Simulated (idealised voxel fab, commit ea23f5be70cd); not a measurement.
The following is a process module called voxel ribs on slabs.
265 nm wide, 5 nm square cells: that's cross-section cut.
Cross-section, as written here: a square-cell grid given band by band from the top down, where a band holds one or more rows of cells. Band: top and bottom heights (nm) first, top before bottom; then materials from left to right, widths in nm. "full width" marks a sole material filling the band edge to edge. "air" denotes empty space. Heights from 0 (as-received wafer is one material below). Bottom band endless downward, as "top 0, no bottom". The notation "30..40" denotes a width that varies across the rows of cells in the band, beginning at the first number in the top row, finishing at the second number in the bottom row, and changing by an identical amount from each row to the next. It should be understood that the words "no modifications", when stated for a given step, signify that the cross-section underwent no change in any of its cells during that step. This entry, "Entrapped voids", enumerates those empty regions of no fewer than 8 cells that possess no open connection to the top. Each region is reported in the form width x height at distance, the distance being taken from the left edge, with all three quantities expressed in nm. Text after the settings on a step's line: the simulator's own remark on that step. "overlay nm" on a masked step: distance the mask lay right of its planned place, negative for left.

[The process steps that were planned are listed below]
1) RECEIVE [material Si]
2) DIRECTIONAL_DEP [material SiO2] [thk nm 20]
3) DIRECTIONAL_DEP [material SiN] [thk nm 25]
4) PATTERN [tone cover] [mask id RIB] [material resist] [width nm 15] [thk nm 15] [overlay nm 0]
5) DIRECTIONAL_ETCH [etch materials SiN] [depth nm 15]
6) STRIP [etch materials resist]
7) MASKED_ETCH [tone cover] [mask id SLAB] [width nm 65] [etch materials SiN] [depth nm 10] [overlay nm 0]
8) FILL_DEP [material SiO2] [thk nm 30]
9) CMP [height nm 65]
10) DIRECTIONAL_DEP [material W] [thk nm 5]
11) DIRECTIONAL_DEP [material aC] [thk nm 10]
12) PATTERN [tone cover] [mask id HEATER] [material resist] [width nm 25] [thk nm 25] [overlay nm 0]
13) DIRECTIONAL_ETCH [etch materials aC] [depth nm 10]
14) STRIP [etch materials resist]
15) DIRECTIONAL_ETCH [etch materials W] [depth nm 5]
16) STRIP [etch materials aC]
17) CONFORMAL_DEP [material SiN] [thk nm 10]

[Incoming wafer in cross-section (state: after step 1)]
	top 0, no bottom | Si full width
	Entrapped voids: none

[End-of-module XS, first of two wafers, run as planned]
	top 80, bottom 75 | air: 110; SiN: 45; air: 110
	top 75, bottom 70 | SiN full width
	top 70, bottom 65 | SiN: 120; W: 25; SiN: 120
	top 65, bottom 45 | SiO2 full width
	top 45, bottom 30 | SiO2: 125; SiN: 15; SiO2: 125
	top 30, bottom 20 | SiO2: 100; SiN: 65; SiO2: 100
	top 20, bottom 0 | SiO2 full width
	top 0, no bottom | Si full width
	Entrapped voids: none

[Cross-section, wafer two of two, end of module: same start and plan as wafer one, one error in execution]
	top 80, bottom 75 | air: 110; SiN: 45; air: 110
	top 75, bottom 70 | SiN full width
	top 70, bottom 65 | SiN: 120; W: 25; SiN: 120
	top 65, bottom 55 | SiO2: 125; SiN: 15; SiO2: 125
	top 55, bottom 45 | SiO2: 100; SiN: 65; SiO2: 100
	top 45, bottom 20 | SiN full width
	top 20, bottom 0 | SiO2 full width
	top 0, no bottom | Si full width
	Entrapped voids: none
Nonconformance to the process plan: plan step 3 was twice executed
At the finish, the second wafer shows more or fewer cells for some materials than the first does: +262 SiN | -262 SiO2
